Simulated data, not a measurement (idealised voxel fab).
Process module, titled voxel plated lines
For reference, the cross-section in this document is cut, with width 215 nm and square cells of 5 nm.
Reading order for cross-sections: top band down to bottom band. Underlying form: a grid of square cells. Band size: one or more rows of cells.
Heads up on the band format: heights come first, top then bottom, in nm. After that it's the materials left to right, each with its width in nm. A single material flagged "edge to edge" fills the whole band edge to edge, and "empty" means there's empty space there.
Heights are reckoned from 0. Under this level, the received wafer is all of one material. The bottommost band is open-ended downward, for example "0 -> down".
Width spec "30..40" -> top row of cells at first value, bottom row at second value, equal per-row change in between.
What does "remained the same" mean for a step? It means no cell of the cross-section changed in that step.
"Closed cavity list": sealed empty spaces, 8 cells or more, no open way to top, listed width x height at distance, with distance from the left edge and width, height and distance in nm.
Heads up: the bit after the settings on a step's line is the simulator's remark on that step.
overlay nm: right-of-plan distance of the mask on a masked step; negative values mean left-of-plan.

**So here's the lineup of process steps we planned**
- 1: RECEIVE: material Si
- 2: CONFORMAL_DEP: material Al2O3, thk nm 5
- 3: DIRECTIONAL_DEP: material TiN, thk nm 5
- 4: PATTERN: tone open, mask id LINES, material resist, width nm 25, pitch nm 50, thk nm 30, overlay nm 0
- 5: EPI: material Ru, thk nm 5
- 6: EPI: material Ru, thk nm 5
- 7: STRIP: etch materials resist
- 8: DIRECTIONAL_ETCH: etch materials TiN, depth nm 5
- 9: CONFORMAL_DEP: material SiO2, thk nm 10
What sets these wafers apart? The thk nm at step 2. They all start alike, and the plan carries the first wafer's value.

**As-received cross-section, first of several wafers, post step 1**
- 0 -> down  Si edge to edge
- Closed cavity list: none

**The cross-section of the first of several wafers is given below for the end of the module, after its final step, step 9**
- 30 -> 20  60 empty  45 SiO2  5 empty  45 SiO2  60 empty
- 20 -> 15  60 empty  10 SiO2  25 Ru  10 SiO2  5 empty  10 SiO2  25 Ru  10 SiO2  60 empty
- 15 -> 10  70 SiO2  25 Ru  25 SiO2  25 Ru  70 SiO2
- 10 -> 5  70 SiO2  25 TiN  25 SiO2  25 TiN  70 SiO2
- 5 -> 0  Al2O3 edge to edge
- 0 -> down  Si edge to edge
- Closed cavity list: none

**Here we cross-sectioned the last of the wafers once the module was done**
- 45 -> 35  60 empty  45 SiO2  5 empty  45 SiO2  60 empty
- 35 -> 30  60 empty  10 SiO2  25 Ru  10 SiO2  5 empty  10 SiO2  25 Ru  10 SiO2  60 empty
- 30 -> 25  70 SiO2  25 Ru  25 SiO2  25 Ru  70 SiO2
- 25 -> 20  70 SiO2  25 TiN  25 SiO2  25 TiN  70 SiO2
- 20 -> 0  Al2O3 edge to edge
- 0 -> down  Si edge to edge
- Closed cavity list: none

**Table: wafers, a row each; end-of-module cell change per material since receipt, gain (+), loss (-); then closed voids**
thk nm 5 | +43 Al2O3 | +20 Ru | +110 SiO2 | +10 TiN | Closed cavity list: none
thk nm 10 | +86 Al2O3 | +20 Ru | +110 SiO2 | +10 TiN | Closed cavity list: none
thk nm 15 | +129 Al2O3 | +20 Ru | +110 SiO2 | +10 TiN | Closed cavity list: none
thk nm 20 | +172 Al2O3 | +20 Ru | +110 SiO2 | +10 TiN | Closed cavity list: none
